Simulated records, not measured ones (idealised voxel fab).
process module | voxel wiring stack
Xsec cut, 265 nm wide, square cell size 5 nm.
Bands, listed from the top down, are how a cross-section gets written in this document; the cross-section itself is a grid of square cells, and a band is one or more rows of them.
Each band's line starts with the height of the band's top and of its bottom, in nm. Then come its materials from left to right, each with its width in nm. One material with "full width" fills the band from edge to edge. "air" is empty space.
A quick word on heights: they are counted from 0, and under that level the wafer as it came to us is one material throughout. The lowest band is different from the rest in having no bottom; it simply continues downward, written as in "0 down".
With a width like "30->40", each row of cells in the band differs from the next by the same amount, the top row carrying the first number and the bottom row the second.
"nothing altered" means the step left every cell of the cross-section as it was.
Sealed void inventory: empty space of 8 cells or more with no open way to the top, each as width x height at its distance from the left edge, in nm
Step line, after settings: the simulator's comment on this step.
overlay nm: step with mask; distance mask lay right of planned place; negative value = left of planned place.

The process steps that were planned are listed below:
1. RECEIVE, material Si
2. CONFORMAL_DEP, material SiO2, thk nm 10
3. CONFORMAL_DEP, material SiN, thk nm 5
4. DIRECTIONAL_DEP, material lowk, thk nm 25
5. MASKED_ETCH, tone open, mask id METAL_1, width nm 20, pitch nm 40, etch materials lowk, depth nm 25, overlay nm 0
6. MASKED_ETCH, tone open, mask id METAL_1, width nm 20, pitch nm 40, etch materials SiN, depth nm 5, overlay nm 0
7. CONFORMAL_DEP, material TiN, thk nm 5
8. FILL_DEP, material W, thk nm 10
9. CMP, height nm 40
10. CONFORMAL_DEP, material SiCN, thk nm 5
11. DIRECTIONAL_DEP, material lowk, thk nm 20
12. PATTERN, tone open, mask id PLUG_1, material resist, width nm 15, thk nm 20, overlay nm -15
13. DIRECTIONAL_ETCH, etch materials lowk, depth nm 20
14. DIRECTIONAL_ETCH, etch materials SiCN, depth nm 5
15. STRIP, etch materials resist
16. EPI, material Ru, thk nm 10
17. EPI, material Ru, thk nm 10
18. EPI, material Ru, thk nm 5
19. DIRECTIONAL_DEP, material TiN, thk nm 5
20. DIRECTIONAL_DEP, material Ru, thk nm 15
21. PATTERN, tone cover, mask id METAL_2, material resist, width nm 20, pitch nm 40, thk nm 15, overlay nm 0
22. DIRECTIONAL_ETCH, etch materials Ru, depth nm 15
23. DIRECTIONAL_ETCH, etch materials TiN, depth nm 5
24. STRIP, etch materials resist
25. CONFORMAL_DEP, material SiN, thk nm 5
26. FILL_DEP, material SiO2, thk nm 10
27. CMP, height nm 85
28. CONFORMAL_DEP, material SiCN, thk nm 5
29. DIRECTIONAL_DEP, material lowk, thk nm 15
30. PATTERN, tone open, mask id PLUG_2, material resist, width nm 15, pitch nm 40, thk nm 15, overlay nm 0
31. DIRECTIONAL_ETCH, etch materials lowk, depth nm 15
32. DIRECTIONAL_ETCH, etch materials SiCN, depth nm 5
33. STRIP, etch materials resist
34. EPI, material Ru, thk nm 10
35. EPI, material Ru, thk nm 10
36. DIRECTIONAL_DEP, material TiN, thk nm 5
37. DIRECTIONAL_DEP, material W, thk nm 25
38. DIRECTIONAL_DEP, material aC, thk nm 10
39. PATTERN, tone cover, mask id METAL_3, material resist, width nm 20, pitch nm 40, thk nm 30, overlay nm 0
40. DIRECTIONAL_ETCH, etch materials aC, depth nm 10
41. STRIP, etch materials resist
42. DIRECTIONAL_ETCH, etch materials W, depth nm 25
43. DIRECTIONAL_ETCH, etch materials TiN, depth nm 5
44. STRIP, etch materials aC
45. FILL_DEP, material SiO2, thk nm 10
46. CMP, height nm 135
47. CONFORMAL_DEP, material SiCN, thk nm 5
varied across the wafers: overlay nm of step 12. The plan shows the first wafer's value. All wafers start alike

As-received cross-section, first of several wafers, post step 1:
0 down = Si full width
Sealed void inventory: none

Every row in this table is a wafer at the end of the module, and it gives, for each of the materials, the cells that wafer has gained (+) or lost (-) since it was received, then its closed voids:
overlay nm -15, +48 Ru, +150 SiCN, +112 SiN, +504 SiO2, +44 TiN, +60 W, +566 lowk, Sealed void inventory: none
overlay nm -10, +63 Ru, +150 SiCN, +102 SiN, +499 SiO2, +44 TiN, +60 W, +566 lowk, Sealed void inventory: none
overlay nm -5, +63 Ru, +150 SiCN, +102 SiN, +499 SiO2, +44 TiN, +60 W, +566 lowk, Sealed void inventory: none
overlay nm 0, +63 Ru, +150 SiCN, +102 SiN, +499 SiO2, +44 TiN, +60 W, +566 lowk, Sealed void inventory: none
overlay nm 5, +63 Ru, +150 SiCN, +102 SiN, +499 SiO2, +44 TiN, +60 W, +566 lowk, Sealed void inventory: none
overlay nm 10, +63 Ru, +150 SiCN, +102 SiN, +499 SiO2, +44 TiN, +60 W, +566 lowk, Sealed void inventory: none
overlay nm 15, +63 Ru, +150 SiCN, +102 SiN, +499 SiO2, +44 TiN, +60 W, +566 lowk, Sealed void inventory: none
